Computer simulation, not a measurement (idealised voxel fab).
process module | voxel wiring stack
cross-section cut | 280 nm wide | cells 5 nm
A cross-section is a grid of square cells, given in bands from the top down. A band is one or more rows of cells.
Each band's line starts with the height of the band's top and of its bottom, in nm. Then come its materials from left to right, each with its width in nm. One material with "throughout" fills the band from edge to edge. "air" is empty space.
Height 0 is the level under which the wafer as received is all one material. The lowest band goes on downwards, as in "0 down".
A width such as "30 to 40" changes by the same amount from each row of cells to the next, from the band's top row to its bottom row.
"no change" after a step means that no cell of the cross-section changed.
closed voids: empty space of 8 cells or more with no open way to the top, each as width x height at its distance from the left edge, in nm
after a step's settings: what the simulator itself notes on the step
overlay nm, on a step with a mask: how far to the right of its planned place the mask lay; to the left if negative
plan
1 op RECEIVE | material Si
2 op CONFORMAL_DEP | material SiO2 | thk nm 10
3 op CONFORMAL_DEP | material SiN | thk nm 5
4 op DIRECTIONAL_DEP | material lowk | thk nm 20
5 op MASKED_ETCH | tone open | mask id METAL_1 | width nm 20 | pitch nm 50 | etch materials lowk | depth nm 20 | overlay nm 0
6 op MASKED_ETCH | tone open | mask id METAL_1 | width nm 20 | pitch nm 50 | etch materials SiN | depth nm 5 | overlay nm -15
7 op CONFORMAL_DEP | material TiN | thk nm 5
8 op FILL_DEP | material W | thk nm 10
9 op CMP | height nm 35
10 op CONFORMAL_DEP | material SiCN | thk nm 5
11 op DIRECTIONAL_DEP | material SiO2 | thk nm 10
12 op DIRECTIONAL_DEP | material aC | thk nm 15
13 op PATTERN | tone open | mask id PLUG_1 | material resist | width nm 15 | pitch nm 50 | thk nm 35 | overlay nm 0
14 op DIRECTIONAL_ETCH | etch materials aC | depth nm 15
15 op STRIP | etch materials resist
16 op DIRECTIONAL_ETCH | etch materials SiO2 | depth nm 10
17 op DIRECTIONAL_ETCH | etch materials SiCN | depth nm 5
18 op STRIP | etch materials aC
19 op EPI | material Ru | thk nm 10
20 op EPI | material Ru | thk nm 5
21 op DIRECTIONAL_DEP | material TiN | thk nm 5
22 op DIRECTIONAL_DEP | material Ru | thk nm 25
23 op DIRECTIONAL_DEP | material aC | thk nm 10
24 op PATTERN | tone cover | mask id METAL_2 | material resist | width nm 20 | pitch nm 50 | thk nm 25 | overlay nm 0
25 op DIRECTIONAL_ETCH | etch materials aC | depth nm 10
26 op STRIP | etch materials resist
27 op DIRECTIONAL_ETCH | etch materials Ru | depth nm 25
28 op DIRECTIONAL_ETCH | etch materials TiN | depth nm 5
29 op STRIP | etch materials aC
30 op FILL_DEP | material lowk | thk nm 10
31 op CMP | height nm 80
32 op CONFORMAL_DEP | material SiN | thk nm 5
varied across the wafers: overlay nm of step 6. The plan shows the first wafer's value. All wafers start alike
first wafer as received, after step 1
  0 down: Si throughout
  closed voids: none
first wafer at the end, after step 32
  85 to 80: SiN throughout
  80 to 55: lowk 55 | Ru 20 | lowk 30 | Ru 20 | lowk 30 | Ru 20 | lowk 30 | Ru 20 | lowk 55
  55 to 50: lowk 55 | TiN 20 | lowk 30 | TiN 20 | lowk 30 | TiN 20 | lowk 30 | TiN 20 | lowk 55
  50 to 40: SiO2 55 | Ru 15 | SiO2 35 | Ru 15 | SiO2 35 | Ru 15 | SiO2 35 | Ru 15 | SiO2 60
  40 to 35: SiCN 55 | Ru 15 | SiCN 35 | Ru 15 | SiCN 35 | Ru 15 | SiCN 35 | Ru 15 | SiCN 60
  35 to 20: lowk 55 | TiN 5 | W 10 | TiN 5 | lowk 30 | TiN 5 | W 10 | TiN 5 | lowk 30 | TiN 5 | W 10 | TiN 5 | lowk 30 | TiN 5 | W 10 | TiN 5 | lowk 55
  20 to 15: lowk 55 | TiN 20 | lowk 30 | TiN 20 | lowk 30 | TiN 20 | lowk 30 | TiN 20 | lowk 55
  15 to 10: SiN 55 | TiN 5 | SiN 45 | TiN 5 | SiN 45 | TiN 5 | SiN 45 | TiN 5 | SiN 70
  10 to 0: SiO2 throughout
  0 down: Si throughout
  closed voids: none
last wafer at the end
  85 to 80: SiN throughout
  80 to 55: lowk 55 | Ru 20 | lowk 30 | Ru 20 | lowk 30 | Ru 20 | lowk 30 | Ru 20 | lowk 55
  55 to 50: lowk 55 | TiN 20 | lowk 30 | TiN 20 | lowk 30 | TiN 20 | lowk 30 | TiN 20 | lowk 55
  50 to 40: SiO2 55 | Ru 15 | SiO2 35 | Ru 15 | SiO2 35 | Ru 15 | SiO2 35 | Ru 15 | SiO2 60
  40 to 35: SiCN 55 | Ru 15 | SiCN 35 | Ru 15 | SiCN 35 | Ru 15 | SiCN 35 | Ru 15 | SiCN 60
  35 to 20: lowk 55 | TiN 5 | W 10 | TiN 5 | lowk 30 | TiN 5 | W 10 | TiN 5 | lowk 30 | TiN 5 | W 10 | TiN 5 | lowk 30 | TiN 5 | W 10 | TiN 5 | lowk 55
  20 to 15: lowk 55 | TiN 20 | lowk 30 | TiN 20 | lowk 30 | TiN 20 | lowk 30 | TiN 20 | lowk 55
  15 to 10: SiN 70 | TiN 5 | SiN 45 | TiN 5 | SiN 45 | TiN 5 | SiN 45 | TiN 5 | SiN 55
  10 to 0: SiO2 throughout
  0 down: Si throughout
  closed voids: none
each wafer at the end: cells of each material gained (+) or lost (-) since it was received, then its closed voids
overlay nm -15 | +116 Ru | +44 SiCN | +108 SiN | +200 SiO2 | +60 TiN | +24 W | +400 lowk | closed voids: none
overlay nm -10 | +116 Ru | +44 SiCN | +104 SiN | +200 SiO2 | +64 TiN | +24 W | +400 lowk | closed voids: none
overlay nm -5 | +116 Ru | +44 SiCN | +100 SiN | +200 SiO2 | +64 TiN | +28 W | +400 lowk | closed voids: none
overlay nm 0 | +116 Ru | +44 SiCN | +96 SiN | +200 SiO2 | +64 TiN | +32 W | +400 lowk | closed voids: none
overlay nm 5 | +116 Ru | +44 SiCN | +100 SiN | +200 SiO2 | +64 TiN | +28 W | +400 lowk | closed voids: none
overlay nm 10 | +116 Ru | +44 SiCN | +104 SiN | +200 SiO2 | +64 TiN | +24 W | +400 lowk | closed voids: none
overlay nm 15 | +116 Ru | +44 SiCN | +108 SiN | +200 SiO2 | +60 TiN | +24 W | +400 lowk | closed voids: none
